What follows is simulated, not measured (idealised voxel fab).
Proc. module: voxel capacitor over wiring
170 nm wide, 5 nm square cells: that's cross-section cut.
In this document a cross-section is written as a grid of square cells. It is given as a series of bands, listed from the top down, and a band is one or more rows of cells. Basically the band line says how high the top is and how high the bottom is, in nm, and then what's in it from left to right, every material with its width in nm. Empty space shows up as "air", and if a single material carries "everywhere" it runs the full band edge to edge. Height 0 is the level under which the wafer as received is all one material. The lowest band goes on downwards, as in "from 0 down". With a width like "30..40", each row of cells in the band differs from the next by the same amount, the top row carrying the first number and the bottom row the second. Any step labelled "no alteration" changed none of the cells in the cross-section. Under "Closed void register" you'll find the enclosed gaps, the ones with no way out to the top, that are 8 cells or bigger; each reads width x height at distance, with distance counted from the left edge, everything in nm. Text after the settings on a step's line: the simulator's own remark on that step. overlay nm: step with mask; distance mask lay right of planned place; negative value = left of planned place.

PLAN
1) RECEIVE (material Si)
2) CONFORMAL_DEP (material SiO2; thk nm 10)
3) DIRECTIONAL_DEP (material TiN; thk nm 5)
4) DIRECTIONAL_DEP (material Ru; thk nm 15)
5) MASKED_ETCH (tone cover; mask id METAL_1; width nm 20; pitch nm 80; etch materials Ru; depth nm 15; overlay nm 0)
6) MASKED_ETCH (tone cover; mask id METAL_1; width nm 20; pitch nm 80; etch materials TiN; depth nm 5; overlay nm 0)
7) FILL_DEP (material SiO2; thk nm 5)
8) CMP (height nm 30)
9) CONFORMAL_DEP (material SiCN; thk nm 5)
10) DIRECTIONAL_DEP (material SiO2; thk nm 10)
11) DIRECTIONAL_DEP (material aC; thk nm 10)
12) PATTERN (tone open; mask id PLUG_1; material resist; width nm 15; thk nm 25; overlay nm 0)
13) DIRECTIONAL_ETCH (etch materials aC; depth nm 10)
14) STRIP (etch materials resist)
15) DIRECTIONAL_ETCH (etch materials SiO2; depth nm 10)
16) DIRECTIONAL_ETCH (etch materials SiCN; depth nm 5)
17) STRIP (etch materials aC)
18) CONFORMAL_DEP (material TiN; thk nm 5)
19) FILL_DEP (material Cu; thk nm 5)
20) CMP (height nm 45)
21) DIRECTIONAL_DEP (material TiN; thk nm 10)
22) DIRECTIONAL_DEP (material Al2O3; thk nm 5)
23) DIRECTIONAL_DEP (material TiN; thk nm 10)
24) MASKED_ETCH (tone cover; mask id UPPER_PLATE; width nm 65; etch materials TiN; depth nm 10; overlay nm 0)
25) MASKED_ETCH (tone cover; mask id UPPER_PLATE; width nm 65; etch materials Al2O3; depth nm 5; overlay nm 0)
26) PATTERN (tone cover; mask id LOWER_PLATE; material resist; width nm 75; thk nm 20; overlay nm 0)
27) DIRECTIONAL_ETCH (etch materials TiN; depth nm 10)
28) STRIP (etch materials resist)
29) FILL_DEP (material SiO2; thk nm 15)
30) CMP (height nm 80)
31) PATTERN (tone open; mask id PLUG_2; material resist; width nm 15; thk nm 20; overlay nm 0)
32) DIRECTIONAL_ETCH (etch materials SiO2; depth nm 10)
33) STRIP (etch materials resist)
34) CONFORMAL_DEP (material TiN; thk nm 5)
35) FILL_DEP (material Ru; thk nm 10)
36) CMP (height nm 80)
37) CONFORMAL_DEP (material SiN; thk nm 5)

CROSS-SECTIONAL VIEW OF THE WAFER IN ITS AS-RECEIVED CONDITION, CORRESPONDING TO THE STATE AFTER STEP 1
    from 0 down = Si everywhere
    Closed void register: none

WHAT THE WAFER LOOKS LIKE IN CROSS-SECTION AFTER THIS MODULE, WHEN IT STARTS AS SHOWN ABOVE AND FOLLOWS THE PLAN ABOVE BUT ONE MISTAKE IS MADE IN RUNNING IT
    from 85 to 80 = SiN everywhere
    from 80 to 75 = SiO2 (50) | TiN (5) | Ru (5) | TiN (5) | SiO2 (105)
    from 75 to 70 = SiO2 (50) | TiN (15) | SiO2 (105)
    from 70 to 60 = SiO2 (40) | TiN (65) | SiO2 (65)
    from 60 to 55 = SiO2 (40) | Al2O3 (65) | SiO2 (65)
    from 55 to 45 = SiO2 (35) | TiN (75) | SiO2 (60)
    from 45 to 35 = SiO2 (40) | TiN (5) | Cu (5) | TiN (5) | SiO2 (115)
    from 35 to 30 = SiCN (40) | TiN (15) | SiCN (115)
    from 30 to 15 = SiO2 (35) | Ru (20) | SiO2 (60) | Ru (20) | SiO2 (35)
    from 15 to 10 = SiO2 (35) | TiN (20) | SiO2 (60) | TiN (20) | SiO2 (35)
    from 10 to 0 = Cu everywhere
    from 0 down = Si everywhere
    Closed void register: none
What was done differently from what was planned? step 2: run off-plan, actual operation and settings CONFORMAL_DEP (material Cu; thk nm 10)
